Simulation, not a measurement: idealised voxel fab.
Title: Process Module voxel lift off
FYI the section here is cut, 145 nm wide, cells are 5 nm squares.
If you're reading a cross-section in this doc, picture square cells in a grid; it comes to you as bands, top ones listed first down to the bottom, and a band can be one or more rows of cells.
The band entry comprises the height of the band's top followed by the height of its bottom, expressed in nm, and subsequently the band's materials from left to right, each stated together with its width in nm. Where a single material is marked with the word "all across", that material fills the band from edge to edge. The word "blank" represents empty space.
We count height from 0. Below that, the starting wafer is all one material. The lowest band never ends at the bottom but goes on down; see "z 0 and below" for how that is written.
The notation "30 to 40" denotes a width that varies across the rows of cells in the band, beginning at the first number in the top row, finishing at the second number in the bottom row, and changing by an identical amount from each row to the next.
It should be understood that the words "nothing changed", when stated for a given step, signify that the cross-section underwent no change in any of its cells during that step.
This entry, "Catalogued sealed voids", enumerates those empty regions of no fewer than 8 cells that possess no open connection to the top. Each region is reported in the form width x height at distance, the distance being taken from the left edge, with all three quantities expressed in nm.
Read whatever lies past the settings on a step's line as the simulator's own remark about the step.
The setting "overlay nm" may be written on the line of a step. When the step uses a mask, the value reports how far to the right of the planned place the mask lay, and a negative value reports that it lay to the left.
**Steps in the process plan**
1. op RECEIVE | material Si
2. op CONFORMAL_DEP | material SiO2 | thk nm 15
3. op PATTERN | tone open | mask id LINES | material resist | width nm 20 | pitch nm 50 | thk nm 20 | overlay nm 0
4. op DIRECTIONAL_DEP | material Ru | thk nm 10
5. op STRIP | etch materials resist
6. op CONFORMAL_DEP | material SiN | thk nm 10
**Wafer as received: cross-section following step 1**
z 0 and below: Si all across
Catalogued sealed voids: none
**first wafer at the end, as planned**
z 35 to 25: blank=25; SiN=40; blank=10; SiN=40; blank=30
z 25 to 15: SiN=35; Ru=20; SiN=30; Ru=20; SiN=40
z 15 to 0: SiO2 all across
z 0 and below: Si all across
Catalogued sealed voids: none
**Wafer two, sectioned after the module: the first wafer's start, the first wafer's plan, and one mistake in how it was run**
z 35 to 25: SiN all across
z 25 to 15: Ru=35; SiN=20; Ru=30; SiN=20; Ru=40
z 15 to 0: SiO2 all across
z 0 and below: Si all across
Catalogued sealed voids: none
Want to know what went wrong? step 3 off recipe, ran as op PATTERN | tone cover | mask id LINES | material resist | width nm 20 | pitch nm 50 | thk nm 20 | overlay nm 0
Bottom line after processing is that, in cells, the second wafer is up or down on some materials versus the first: +26 Ru
